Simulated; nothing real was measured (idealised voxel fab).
Process module name: voxel plated lines
The figure presents cross-section cut, which has a width of 185 nm and is divided into square cells with an edge length of 5 nm.
Think of the cross-section as a grid of square cells. We describe it in bands, top to bottom, and each band covers one or more rows of those cells. First you get the band's top height and its bottom height, in nm, and then the materials it's made of, left to right, with each width in nm. If you see a single material with "full width", that one covers the band edge to edge. "empty" is empty space. Convention: height 0 is the level below which the wafer, as received, is all one material. The lowest band does not terminate at the bottom but continues downward, represented as "z 0 and below". Read "30..40" as a graded width: first number on top, second number at the bottom, same change between each pair of neighbouring rows. Take "same as before" at face value: in the step it is given for, the cross-section changed in none of its cells. "Closed internal voids": empty spaces of 8 cells or more with no open way to the top, each given as width x height at distance, distance from the left edge, all in nm. Note: text after step settings on the step line = simulator remark on that step. The line of a step may include "overlay nm". On a step with a mask, this value is how far to the right of its planned place the mask lay. A negative value means the mask lay to the left.

So here's the lineup of process steps we planned:
1,RECEIVE,material Si
2,CONFORMAL_DEP,material Al2O3,thk nm 15
3,DIRECTIONAL_DEP,material TiN,thk nm 5
4,PATTERN,tone open,mask id LINES,material resist,width nm 20,pitch nm 35,thk nm 15,overlay nm 0
5,EPI,material Ru,thk nm 5
6,STRIP,etch materials resist
7,DIRECTIONAL_ETCH,etch materials TiN,depth nm 5
8,CONFORMAL_DEP,material SiO2,thk nm 5

Shown in cross-section is the wafer as received, that is, as it stands after step 1:
> z 0 and below: Si full width
> Closed internal voids: none

Here's the wafer cut in cross-section after the module, started and planned just like above, except one thing was done wrong in the run:
> z 25 to 20: SiO2 full width
> z 20 to 5: Al2O3 full width
> z 5 to 0: TiN full width
> z 0 and below: Si full width
> Closed internal voids: none
So what did we get wrong on this run? steps 2 and 3 of the plan were each performed in the slot designated for the other
